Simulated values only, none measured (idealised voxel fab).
process module | voxel ribs on slabs
cross-section cut | 270 nm wide | cells 5 nm
A cross-section is a grid of square cells, given in bands from the top down. A band is one or more rows of cells.
Each band's line starts with the height of the band's top and of its bottom, in nm. Then come its materials from left to right, each with its width in nm. One material with "throughout" fills the band from edge to edge. "air" is empty space.
Height 0 is the level under which the wafer as received is all one material. The lowest band goes on downwards, as in "0 down".
A width such as "30 to 40" changes by the same amount from each row of cells to the next, from the band's top row to its bottom row.
"no change" after a step means that no cell of the cross-section changed.
closed voids: empty space of 8 cells or more with no open way to the top, each as width x height at its distance from the left edge, in nm
after a step's settings: what the simulator itself notes on the step
overlay nm, on a step with a mask: how far to the right of its planned place the mask lay; to the left if negative
plan
1 op RECEIVE | material Si
2 op DIRECTIONAL_DEP | material SiO2 | thk nm 30
3 op DIRECTIONAL_DEP | material SiN | thk nm 20
4 op MASKED_ETCH | tone cover | mask id RIB | width nm 20 | etch materials SiN | depth nm 15 | overlay nm 0
5 op MASKED_ETCH | tone cover | mask id SLAB | width nm 50 | etch materials SiN | depth nm 5 | overlay nm 0
6 op FILL_DEP | material SiO2 | thk nm 20
7 op CMP | height nm 65
8 op DIRECTIONAL_DEP | material TiN | thk nm 5
9 op DIRECTIONAL_DEP | material aC | thk nm 15
10 op PATTERN | tone cover | mask id HEATER | material resist | width nm 30 | thk nm 35 | overlay nm 0
11 op DIRECTIONAL_ETCH | etch materials aC | depth nm 15
12 op STRIP | etch materials resist
13 op DIRECTIONAL_ETCH | etch materials TiN | depth nm 5
14 op STRIP | etch materials aC
15 op CONFORMAL_DEP | material SiO2 | thk nm 5
first wafer, as planned
as received, after step 1
  0 down: Si throughout
  closed voids: none
after step 2
  30 to 0: SiO2 throughout
  below 0: unchanged
after step 3
  50 to 30: SiN throughout
  below 30: unchanged
after step 4
  50 to 35: air 125 | SiN 20 | air 125
  below 35: unchanged
after step 5
  50 to 35: air 125 | SiN 20 | air 125
  35 to 30: air 110 | SiN 50 | air 110
  below 30: unchanged
after step 6
  70 to 50: SiO2 throughout
  50 to 35: SiO2 125 | SiN 20 | SiO2 125
  35 to 30: SiO2 110 | SiN 50 | SiO2 110
  below 30: unchanged
after step 7
  65 to 50: SiO2 throughout
  below 50: unchanged
after step 8
  70 to 65: TiN throughout
  below 65: unchanged
after step 9
  85 to 70: aC throughout
  below 70: unchanged
after step 10
  120 to 85: air 120 | resist 30 | air 120
  below 85: unchanged
after step 11
  105 to 85: air 120 | resist 30 | air 120
  85 to 70: air 120 | aC 30 | air 120
  below 70: unchanged
after step 12
  85 to 70: air 120 | aC 30 | air 120
  below 70: unchanged
after step 13
  85 to 70: air 120 | aC 30 | air 120
  70 to 65: air 120 | TiN 30 | air 120
  below 65: unchanged
after step 14
  70 to 65: air 120 | TiN 30 | air 120
  below 65: unchanged
after step 15
  75 to 70: air 115 | SiO2 40 | air 115
  70 to 65: SiO2 120 | TiN 30 | SiO2 120
  below 65: unchanged
second wafer: like start, like plan, one mistake. Through step 14 it matches the first wafer
when step 15 should have ended
  75 to 70: air 115 | aC 40 | air 115
  70 to 65: aC 120 | TiN 30 | aC 120
  below 65: unchanged
what went wrong: step 15 ran as: op CONFORMAL_DEP | material aC | thk nm 5
at the end the second wafer has, in cells: 56 fewer of SiO2 | 56 more of aC
